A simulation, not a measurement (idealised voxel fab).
process module | voxel self aligned vias
cross-section cut | 250 nm wide | cells 5 nm
A cross-section is a grid of square cells, given in bands from the top down. A band is one or more rows of cells.
Each band's line starts with the height of the band's top and of its bottom, in nm. Then come its materials from left to right, each with its width in nm. One material with "throughout" fills the band from edge to edge. "air" is empty space.
Height 0 is the level under which the wafer as received is all one material. The lowest band goes on downwards, as in "0 down".
A width such as "30 to 40" changes by the same amount from each row of cells to the next, from the band's top row to its bottom row.
"no change" after a step means that no cell of the cross-section changed.
closed voids: empty space of 8 cells or more with no open way to the top, each as width x height at its distance from the left edge, in nm
after a step's settings: what the simulator itself notes on the step
overlay nm, on a step with a mask: how far to the right of its planned place the mask lay; to the left if negative
plan
1 op RECEIVE | material Si
2 op CONFORMAL_DEP | material SiO2 | thk nm 10
3 op CONFORMAL_DEP | material SiCN | thk nm 5
4 op DIRECTIONAL_DEP | material lowk | thk nm 25
5 op PATTERN | tone open | mask id LINES | material resist | width nm 30 | pitch nm 65 | thk nm 15 | overlay nm 0
6 op DIRECTIONAL_ETCH | etch materials lowk | depth nm 25
7 op STRIP | etch materials resist
8 op CONFORMAL_DEP | material TiN | thk nm 5
9 op FILL_DEP | material Ru | thk nm 10
10 op CMP | height nm 40
11 op SELECTIVE_ETCH | etch materials W Ru TiN | depth nm 10
12 op FILL_DEP | material SiN | thk nm 10
13 op CMP | height nm 40
14 op DIRECTIONAL_DEP | material lowk | thk nm 15
15 op PATTERN | tone open | mask id VIAS | material resist | width nm 50 | pitch nm 65 | thk nm 20 | overlay nm 0
16 op DIRECTIONAL_ETCH | etch materials lowk | depth nm 15
17 op DIRECTIONAL_ETCH | etch materials SiN | depth nm 10
18 op STRIP | etch materials resist
19 op CONFORMAL_DEP | material TiN | thk nm 5
20 op FILL_DEP | material W | thk nm 5
21 op CMP | height nm 55
22 op CONFORMAL_DEP | material SiN | thk nm 5
as received, after step 1
  0 down: Si throughout
  closed voids: none
a wafer at the end: this start, this plan, one mistake
  60 to 55: SiN throughout
  55 to 45: lowk 35 | TiN 5 | W 40 | TiN 5 | lowk 15 | TiN 5 | W 40 | TiN 5 | lowk 15 | TiN 5 | W 40 | TiN 5 | lowk 35
  45 to 35: lowk 35 | TiN 5 | W 20 | TiN 25 to 5 | lowk 15 to 35 | TiN 5 | W 20 | TiN 25 to 5 | lowk 15 to 35 | TiN 5 | W 20 | TiN 25 to 5 | lowk 35 to 55
  35 to 30: lowk 35 | TiN 30 | lowk 35 | TiN 30 | lowk 35 | TiN 30 | lowk 55
  30 to 20: lowk 35 | TiN 5 | Ru 20 | TiN 5 | lowk 35 | TiN 5 | Ru 20 | TiN 5 | lowk 35 | TiN 5 | Ru 20 | TiN 5 | lowk 55
  20 to 15: lowk 35 | TiN 30 | lowk 35 | TiN 30 | lowk 35 | TiN 30 | lowk 55
  15 to 10: SiCN throughout
  10 to 0: SiO2 throughout
  0 down: Si throughout
  closed voids: none
what went wrong: step 5 ran as: op PATTERN | tone open | mask id LINES | material resist | width nm 30 | pitch nm 65 | thk nm 15 | overlay nm -10
